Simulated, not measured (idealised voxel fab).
Module name: voxel ribs on slabs (process module)
In the cross-section labelled cut, the width is 280 nm and each square cell is 5 nm.
Think of the cross-section as a grid of square cells. We describe it in bands, top to bottom, and each band covers one or more rows of those cells. It is stipulated that each band's entry specify, in nanometres, the height of the top of the band and then that of its bottom, followed by the materials of the band in left-to-right sequence, each together with its width in nanometres. A single material marked by the word "edge to edge" is understood to fill the band from edge to edge; the word "air" is understood to denote empty space. Height is counted from the level 0, under which the received wafer is composed throughout of one material. The lowest of the bands is not closed at the bottom but continues downward, in the notation "top 0, no bottom". When a width is written as two numbers, as in "30..40", the first number is the width in the top row of cells of the band and the second is the width in its bottom row, and the width changes by the same amount from each row to the next. Step marked "no modifications"? Then no cell in the cross-section changed in it. Closed-off voids of 8+ cells (no open route to the top) go in "Completely enclosed voids", written width x height at distance from the left edge, in nm. Formally, on a step line, whatever follows the settings is a remark that the simulator itself makes on the step. The optional step-line setting "overlay nm" applies to steps with a mask and quantifies how far to the right of its planned location the mask lay, a negative value indicating leftward placement.

Intended process steps:
1. RECEIVE | material Si
2. DIRECTIONAL_DEP | material SiO2 | thk nm 25
3. DIRECTIONAL_DEP | material polySi | thk nm 15
4. DIRECTIONAL_DEP | material aC | thk nm 10
5. PATTERN | tone cover | mask id RIB | material resist | width nm 15 | thk nm 30 | overlay nm 0
6. DIRECTIONAL_ETCH | etch materials aC | depth nm 10
7. STRIP | etch materials resist
8. DIRECTIONAL_ETCH | etch materials polySi | depth nm 10
9. STRIP | etch materials aC
10. MASKED_ETCH | tone cover | mask id SLAB | width nm 45 | etch materials polySi | depth nm 5 | overlay nm 0
11. FILL_DEP | material SiO2 | thk nm 15
12. CMP | height nm 50
13. DIRECTIONAL_DEP | material TiN | thk nm 5
14. MASKED_ETCH | tone cover | mask id HEATER | width nm 25 | etch materials TiN | depth nm 5 | overlay nm 0
15. CONFORMAL_DEP | material SiO2 | thk nm 10

Run as planned: first of two wafers:

Delivered wafer in cross-section: state after step 1:
  top 0, no bottom: Si edge to edge
  Completely enclosed voids: none

After step 2, in cross-section:
  top 25, bottom 0: SiO2 edge to edge
  Under the height 0 nothing was changed.

After step 3, in cross-section:
  top 40, bottom 25: polySi edge to edge
  Under the height 25 nothing was changed.

After step 4, in cross-section:
  top 50, bottom 40: aC edge to edge
  Under the height 40 nothing was changed.

After step 5, in cross-section:
  top 80, bottom 50: air=130, then resist=15, then air=135
  Under the height 50 nothing was changed.

After step 6, in cross-section:
  top 70, bottom 50: air=130, then resist=15, then air=135
  top 50, bottom 40: air=130, then aC=15, then air=135
  Under the height 40 nothing was changed.

After step 7, in cross-section:
  top 50, bottom 40: air=130, then aC=15, then air=135
  Under the height 40 nothing was changed.

After step 8, in cross-section:
  top 50, bottom 40: air=130, then aC=15, then air=135
  top 40, bottom 30: air=130, then polySi=15, then air=135
  Under the height 30 nothing was changed.

After step 9, in cross-section:
  top 40, bottom 30: air=130, then polySi=15, then air=135
  Under the height 30 nothing was changed.

After step 10, in cross-section:
  top 40, bottom 30: air=130, then polySi=15, then air=135
  top 30, bottom 25: air=115, then polySi=45, then air=120
  Under the height 25 nothing was changed.

After step 11, in cross-section:
  top 55, bottom 40: SiO2 edge to edge
  top 40, bottom 30: SiO2=130, then polySi=15, then SiO2=135
  top 30, bottom 25: SiO2=115, then polySi=45, then SiO2=120
  Under the height 25 nothing was changed.

After step 12, in cross-section:
  top 50, bottom 40: SiO2 edge to edge
  Under the height 40 nothing was changed.

After step 13, in cross-section:
  top 55, bottom 50: TiN edge to edge
  Under the height 50 nothing was changed.

After step 14, in cross-section:
  top 55, bottom 50: air=125, then TiN=25, then air=130
  Under the height 50 nothing was changed.

After step 15, in cross-section:
  top 65, bottom 60: air=115, then SiO2=45, then air=120
  top 60, bottom 55: SiO2 edge to edge
  top 55, bottom 50: SiO2=125, then TiN=25, then SiO2=130
  Under the height 50 nothing was changed.

Wafer two: like wafer one in start and plan, but with one mistake in execution; identical up to and including step 1:

X-section, second wafer, when step 2 was due to finish:
  top 25, bottom 0: TiN edge to edge
  Under the height 0 nothing was changed.

X-section, second wafer, when step 3 was due to finish:
  top 40, bottom 25: polySi edge to edge
  Under the height 25 nothing was changed.

X-section, second wafer, when step 4 was due to finish:
  top 50, bottom 40: aC edge to edge
  Under the height 40 nothing was changed.

X-section, second wafer, when step 5 was due to finish:
  top 80, bottom 50: air=130, then resist=15, then air=135
  Under the height 50 nothing was changed.

X-section, second wafer, when step 6 was due to finish:
  top 70, bottom 50: air=130, then resist=15, then air=135
  top 50, bottom 40: air=130, then aC=15, then air=135
  Under the height 40 nothing was changed.

X-section, second wafer, when step 7 was due to finish:
  top 50, bottom 40: air=130, then aC=15, then air=135
  Under the height 40 nothing was changed.

X-section, second wafer, when step 8 was due to finish:
  top 50, bottom 40: air=130, then aC=15, then air=135
  top 40, bottom 30: air=130, then polySi=15, then air=135
  Under the height 30 nothing was changed.

X-section, second wafer, when step 9 was due to finish:
  top 40, bottom 30: air=130, then polySi=15, then air=135
  Under the height 30 nothing was changed.

X-section, second wafer, when step 10 was due to finish:
  top 40, bottom 30: air=130, then polySi=15, then air=135
  top 30, bottom 25: air=115, then polySi=45, then air=120
  Under the height 25 nothing was changed.

X-section, second wafer, when step 11 was due to finish:
  top 55, bottom 40: SiO2 edge to edge
  top 40, bottom 30: SiO2=130, then polySi=15, then SiO2=135
  top 30, bottom 25: SiO2=115, then polySi=45, then SiO2=120
  Under the height 25 nothing was changed.

X-section, second wafer, when step 12 was due to finish:
  top 50, bottom 40: SiO2 edge to edge
  Under the height 40 nothing was changed.

X-section, second wafer, when step 13 was due to finish:
  top 55, bottom 50: TiN edge to edge
  Under the height 50 nothing was changed.

X-section, second wafer, when step 14 was due to finish:
  top 55, bottom 50: air=125, then TiN=25, then air=130
  Under the height 50 nothing was changed.

X-section, second wafer, when step 15 was due to finish:
  top 65, bottom 60: air=115, then SiO2=45, then air=120
  top 60, bottom 55: SiO2 edge to edge
  top 55, bottom 50: SiO2=125, then TiN=25, then SiO2=130
  Under the height 50 nothing was changed.
What went wrong in running the wafer? step 2 changed vs plan, executed as DIRECTIONAL_DEP | material TiN | thk nm 25
Final cells, second wafer relative to first, materials higher or lower: 280 fewer of SiO2; 280 more of TiN
